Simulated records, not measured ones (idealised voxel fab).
This section sets out a process module, namely voxel ribs on slabs.
155 nm wide, 5 nm square cells: that's cross-section cut.
Heads up, the way a cross-section reads in here is a grid of square cells, handed over as bands from the top down, with every band being one or more rows of cells.
Look at the band entry: it leads with the top's height and the bottom's height in nm. Then it lists the materials left to right, with a width in nm for each. The word "full width" on a single material says that material fills the band edge to edge. The word "blank" is empty space.
Where do heights start? At 0: under that level the wafer as delivered is made of one material only. And the lowest band has no floor; it just carries on downward, as in "0 down".
A width given as "30 to 40" starts at the first number in the band's top row and ends at the second number in its bottom row, shifting by an equal amount at every step from row to row.
The designation "no modifications", where it is given for a processing step, indicates that no cell of the cross-section was altered in the course of that step.
Entry "Catalogued sealed voids". Content: empty spaces with no open connection to the top, size 8 cells or greater. Each: width x height at distance. Distance: from left edge. Unit: nm.
If you see something after the settings on a step's line, that's the simulator's own remark about that step.
The "overlay nm" setting may appear on a step's line; for a step that uses a mask, it gives how far to the right of its planned position the mask lay, and a negative value indicates the left.

Process steps foreseen in the plan:
1) RECEIVE [material Si]
2) DIRECTIONAL_DEP [material SiO2] [thk nm 25]
3) DIRECTIONAL_DEP [material SiN] [thk nm 20]
4) DIRECTIONAL_DEP [material aC] [thk nm 10]
5) PATTERN [tone cover] [mask id RIB] [material resist] [width nm 30] [thk nm 25] [overlay nm 0]
6) DIRECTIONAL_ETCH [etch materials aC] [depth nm 10]
7) STRIP [etch materials resist]
8) DIRECTIONAL_ETCH [etch materials SiN] [depth nm 5]
9) STRIP [etch materials aC]
10) MASKED_ETCH [tone cover] [mask id SLAB] [width nm 90] [etch materials SiN] [depth nm 15] [overlay nm 0]
11) FILL_DEP [material SiO2] [thk nm 25]
12) CMP [height nm 60]
13) DIRECTIONAL_DEP [material W] [thk nm 5]
14) DIRECTIONAL_DEP [material aC] [thk nm 15]
15) PATTERN [tone cover] [mask id HEATER] [material resist] [width nm 30] [thk nm 30] [overlay nm 0]
16) DIRECTIONAL_ETCH [etch materials aC] [depth nm 15]
17) STRIP [etch materials resist]
18) DIRECTIONAL_ETCH [etch materials W] [depth nm 5]
19) STRIP [etch materials aC]
20) CONFORMAL_DEP [material SiO2] [thk nm 10]
Variable across wafers: step 15 width nm (plan value is that of the first wafer; starting state common to all).

Cross-section of the first of several received wafers, showing its state after step 1:
- 0 down | Si full width
- Catalogued sealed voids: none

The rows of the table below are wafers. Looking at the end of the module, a row counts, for every material, the cells the wafer has gained, shown as (+), or lost, shown as (-), since it was received; its closed voids come next:
width nm 30 | +60 SiN | +378 SiO2 | +6 W | Catalogued sealed voids: none
width nm 35 | +60 SiN | +378 SiO2 | +7 W | Catalogued sealed voids: none
width nm 40 | +60 SiN | +378 SiO2 | +8 W | Catalogued sealed voids: none
width nm 45 | +60 SiN | +378 SiO2 | +9 W | Catalogued sealed voids: none
width nm 50 | +60 SiN | +378 SiO2 | +10 W | Catalogued sealed voids: none
width nm 55 | +60 SiN | +378 SiO2 | +11 W | Catalogued sealed voids: none
